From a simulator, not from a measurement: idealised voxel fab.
Process module name: voxel self aligned contacts
Section shown: cut. Width: 160 nm. Cell size: 5 nm, square.
This document writes a cross-section as a grid whose cells are square, and gives it as bands, listed from the top down; one or more rows of cells form a band.
Heights first: top, then bottom, in nm. Then materials, left to right, each with a width in nm. "full width" on a single material: fills the band edge to edge. "blank": empty space.
Ref level 0: as-received wafer is one material below here. Bottom band extends down with no lower bound ("0 down").
Width "30 to 40": first value at the band's top row of cells, second value at its bottom row, equal change from row to row.
For the purposes of this document, the phrase "no alteration" attached to a step denotes that no cell within the cross-section was modified by that step.
Enclosed cavities: empty space of 8 cells or more with no open way to the top, each as width x height at its distance from the left edge, in nm
If you see something after the settings on a step's line, that's the simulator's own remark about that step.
"overlay nm", when on a step's line for a step with a mask, measures how far to the right of its planned place the mask lay; a negative measure means to the left.
**The following list gives the planned process steps**
step 1: RECEIVE,material Si
step 2: OXIDIZE,depth nm 5
step 3: DIRECTIONAL_DEP,material polySi,thk nm 30
step 4: DIRECTIONAL_DEP,material SiN,thk nm 25
step 5: DIRECTIONAL_DEP,material aC,thk nm 15
step 6: PATTERN,tone cover,mask id GATE,material resist,width nm 25,pitch nm 65,thk nm 35,overlay nm 0
step 7: DIRECTIONAL_ETCH,etch materials aC,depth nm 15
step 8: STRIP,etch materials resist
step 9: DIRECTIONAL_ETCH,etch materials SiN,depth nm 25
step 10: DIRECTIONAL_ETCH,etch materials polySi,depth nm 30
step 11: STRIP,etch materials aC
step 12: CONFORMAL_DEP,material SiN,thk nm 10
step 13: DIRECTIONAL_ETCH,etch materials SiN,depth nm 10
step 14: FILL_DEP,material SiO2,thk nm 20
step 15: CMP,height nm 65
step 16: MASKED_ETCH,tone open,mask id CONTACT,width nm 50,etch materials SiO2,depth nm 70,overlay nm 0
step 17: CONFORMAL_DEP,material TiN,thk nm 5
step 18: FILL_DEP,material Ru,thk nm 5
step 19: CMP,height nm 65
step 20: CONFORMAL_DEP,material SiN,thk nm 5
**First out of two wafers; run went to plan**
**As-received state of the wafer in cross-section, equivalent to post-step 1**
- 0 down = Si full width
- Enclosed cavities: none
**You're looking at a cross-section of the wafer after step 2**
- 0 to -5 = SiO2 full width
- Below -5, the layers are the same as they were.
**You're looking at a cross-section of the wafer after step 3**
- 30 to 0 = polySi full width
- Below 0, the layers are the same as they were.
**You're looking at a cross-section of the wafer after step 4**
- 55 to 30 = SiN full width
- Below 30, the layers are the same as they were.
**You're looking at a cross-section of the wafer after step 5**
- 70 to 55 = aC full width
- Below 55, the layers are the same as they were.
**You're looking at a cross-section of the wafer after step 6**
- 105 to 70 = blank (35); resist (25); blank (40); resist (25); blank (35)
- Below 70, the layers are the same as they were.
**You're looking at a cross-section of the wafer after step 7**
- 90 to 70 = blank (35); resist (25); blank (40); resist (25); blank (35)
- 70 to 55 = blank (35); aC (25); blank (40); aC (25); blank (35)
- Below 55, the layers are the same as they were.
**You're looking at a cross-section of the wafer after step 8**
- 70 to 55 = blank (35); aC (25); blank (40); aC (25); blank (35)
- Below 55, the layers are the same as they were.
**You're looking at a cross-section of the wafer after step 9**
- 70 to 55 = blank (35); aC (25); blank (40); aC (25); blank (35)
- 55 to 30 = blank (35); SiN (25); blank (40); SiN (25); blank (35)
- Below 30, the layers are the same as they were.
**You're looking at a cross-section of the wafer after step 10**
- 70 to 55 = blank (35); aC (25); blank (40); aC (25); blank (35)
- 55 to 30 = blank (35); SiN (25); blank (40); SiN (25); blank (35)
- 30 to 0 = blank (35); polySi (25); blank (40); polySi (25); blank (35)
- Below 0, the layers are the same as they were.
**You're looking at a cross-section of the wafer after step 11**
- 55 to 30 = blank (35); SiN (25); blank (40); SiN (25); blank (35)
- Below 30, the layers are the same as they were.
**You're looking at a cross-section of the wafer after step 12**
- 65 to 30 = blank (25); SiN (45); blank (20); SiN (45); blank (25)
- 30 to 10 = blank (25); SiN (10); polySi (25); SiN (10); blank (20); SiN (10); polySi (25); SiN (10); blank (25)
- 10 to 0 = SiN (35); polySi (25); SiN (40); polySi (25); SiN (35)
- Below 0, the layers are the same as they were.
**You're looking at a cross-section of the wafer after step 13**
- 55 to 30 = blank (25); SiN (45); blank (20); SiN (45); blank (25)
- 30 to 0 = blank (25); SiN (10); polySi (25); SiN (10); blank (20); SiN (10); polySi (25); SiN (10); blank (25)
- Below 0, the layers are the same as they were.
**You're looking at a cross-section of the wafer after step 14**
- 75 to 55 = SiO2 full width
- 55 to 30 = SiO2 (25); SiN (45); SiO2 (20); SiN (45); SiO2 (25)
- 30 to 0 = SiO2 (25); SiN (10); polySi (25); SiN (10); SiO2 (20); SiN (10); polySi (25); SiN (10); SiO2 (25)
- Below 0, the layers are the same as they were.
**You're looking at a cross-section of the wafer after step 15**
- 65 to 55 = SiO2 full width
- Below 55, the layers are the same as they were.
**You're looking at a cross-section of the wafer after step 16**
- 65 to 55 = SiO2 (55); blank (50); SiO2 (55)
- 55 to 30 = SiO2 (25); SiN (45); blank (20); SiN (45); SiO2 (25)
- 30 to 0 = SiO2 (25); SiN (10); polySi (25); SiN (10); blank (20); SiN (10); polySi (25); SiN (10); SiO2 (25)
- 0 to -5 = SiO2 (70); blank (20); SiO2 (70)
- Below -5, the layers are the same as they were.
**You're looking at a cross-section of the wafer after step 17**
- 70 to 65 = TiN (60); blank (40); TiN (60)
- 65 to 55 = SiO2 (55); TiN (5 to 20); blank (40 to 10); TiN (5 to 20); SiO2 (55)
- 55 to 30 = SiO2 (25); SiN (45); TiN (5); blank (10); TiN (5); SiN (45); SiO2 (25)
- 30 to 0 = SiO2 (25); SiN (10); polySi (25); SiN (10); TiN (5); blank (10); TiN (5); SiN (10); polySi (25); SiN (10); SiO2 (25)
- 0 to -5 = SiO2 (70); TiN (20); SiO2 (70)
- Below -5, the layers are the same as they were.
**You're looking at a cross-section of the wafer after step 18**
- 75 to 70 = Ru full width
- 70 to 65 = TiN (60); Ru (40); TiN (60)
- 65 to 55 = SiO2 (55); TiN (5 to 20); Ru (40 to 10); TiN (5 to 20); SiO2 (55)
- 55 to 30 = SiO2 (25); SiN (45); TiN (5); Ru (10); TiN (5); SiN (45); SiO2 (25)
- 30 to 0 = SiO2 (25); SiN (10); polySi (25); SiN (10); TiN (5); Ru (10); TiN (5); SiN (10); polySi (25); SiN (10); SiO2 (25)
- Below 0, the layers are the same as they were.
**You're looking at a cross-section of the wafer after step 19**
- 65 to 55 = SiO2 (55); TiN (5 to 20); Ru (40 to 10); TiN (5 to 20); SiO2 (55)
- Below 55, the layers are the same as they were.
**You're looking at a cross-section of the wafer after step 20**
- 70 to 65 = SiN full width
- Below 65, the layers are the same as they were.
**Wafer two of the pair: same origin, same plan, one error during the run; identical to wafer one up to and including step 1**
**Second wafer, cut view, end of step 2 per plan**
- 30 to 0 = polySi full width
- Below 0, the layers are the same as they were.
**Second wafer, cut view, end of step 3 per plan**
- 30 to 25 = SiO2 full width
- Below 25, the layers are the same as they were.
**Second wafer, cut view, end of step 4 per plan**
- 55 to 30 = SiN full width
- Below 30, the layers are the same as they were.
**Second wafer, cut view, end of step 5 per plan**
- 70 to 55 = aC full width
- Below 55, the layers are the same as they were.
**Second wafer, cut view, end of step 6 per plan**
- 105 to 70 = blank (35); resist (25); blank (40); resist (25); blank (35)
- Below 70, the layers are the same as they were.
**Second wafer, cut view, end of step 7 per plan**
- 90 to 70 = blank (35); resist (25); blank (40); resist (25); blank (35)
- 70 to 55 = blank (35); aC (25); blank (40); aC (25); blank (35)
- Below 55, the layers are the same as they were.
**Second wafer, cut view, end of step 8 per plan**
- 70 to 55 = blank (35); aC (25); blank (40); aC (25); blank (35)
- Below 55, the layers are the same as they were.
**Second wafer, cut view, end of step 9 per plan**
- 70 to 55 = blank (35); aC (25); blank (40); aC (25); blank (35)
- 55 to 30 = blank (35); SiN (25); blank (40); SiN (25); blank (35)
- Below 30, the layers are the same as they were.
Second wafer, cut view, end of step 10 per plan: no alteration
**Second wafer, cut view, end of step 11 per plan**
- 55 to 30 = blank (35); SiN (25); blank (40); SiN (25); blank (35)
- Below 30, the layers are the same as they were.
**Second wafer, cut view, end of step 12 per plan**
- 65 to 40 = blank (25); SiN (45); blank (20); SiN (45); blank (25)
- 40 to 30 = SiN full width
- Below 30, the layers are the same as they were.
**Second wafer, cut view, end of step 13 per plan**
- 55 to 30 = blank (25); SiN (45); blank (20); SiN (45); blank (25)
- Below 30, the layers are the same as they were.
**Second wafer, cut view, end of step 14 per plan**
- 75 to 55 = SiO2 full width
- 55 to 30 = SiO2 (25); SiN (45); SiO2 (20); SiN (45); SiO2 (25)
- Below 30, the layers are the same as they were.
**Second wafer, cut view, end of step 15 per plan**
- 65 to 55 = SiO2 full width
- Below 55, the layers are the same as they were.
**Second wafer, cut view, end of step 16 per plan**
- 65 to 55 = SiO2 (55); blank (50); SiO2 (55)
- 55 to 30 = SiO2 (25); SiN (45); blank (20); SiN (45); SiO2 (25)
- 30 to 25 = SiO2 (70); blank (20); SiO2 (70)
- Below 25, the layers are the same as they were.
**Second wafer, cut view, end of step 17 per plan**
- 70 to 65 = TiN (60); blank (40); TiN (60)
- 65 to 55 = SiO2 (55); TiN (5 to 20); blank (40 to 10); TiN (5 to 20); SiO2 (55)
- 55 to 30 = SiO2 (25); SiN (45); TiN (5); blank (10); TiN (5); SiN (45); SiO2 (25)
- 30 to 25 = SiO2 (70); TiN (20); SiO2 (70)
- Below 25, the layers are the same as they were.
**Second wafer, cut view, end of step 18 per plan**
- 75 to 70 = Ru full width
- 70 to 65 = TiN (60); Ru (40); TiN (60)
- 65 to 55 = SiO2 (55); TiN (5 to 20); Ru (40 to 10); TiN (5 to 20); SiO2 (55)
- 55 to 30 = SiO2 (25); SiN (45); TiN (5); Ru (10); TiN (5); SiN (45); SiO2 (25)
- Below 30, the layers are the same as they were.
**Second wafer, cut view, end of step 19 per plan**
- 65 to 55 = SiO2 (55); TiN (5 to 20); Ru (40 to 10); TiN (5 to 20); SiO2 (55)
- Below 55, the layers are the same as they were.
**Second wafer, cut view, end of step 20 per plan**
- 70 to 65 = SiN full width
- Below 65, the layers are the same as they were.
Heads up, the wafer didn't run the way we planned it: ran 2 and 3 in swapped order versus the plan
Final wafer comparison in cells, second versus first, more or fewer per material: Ru: 12 fewer | Si: 32 more | SiN: 48 fewer | SiO2: 60 fewer | TiN: 12 fewer | polySi: 100 more
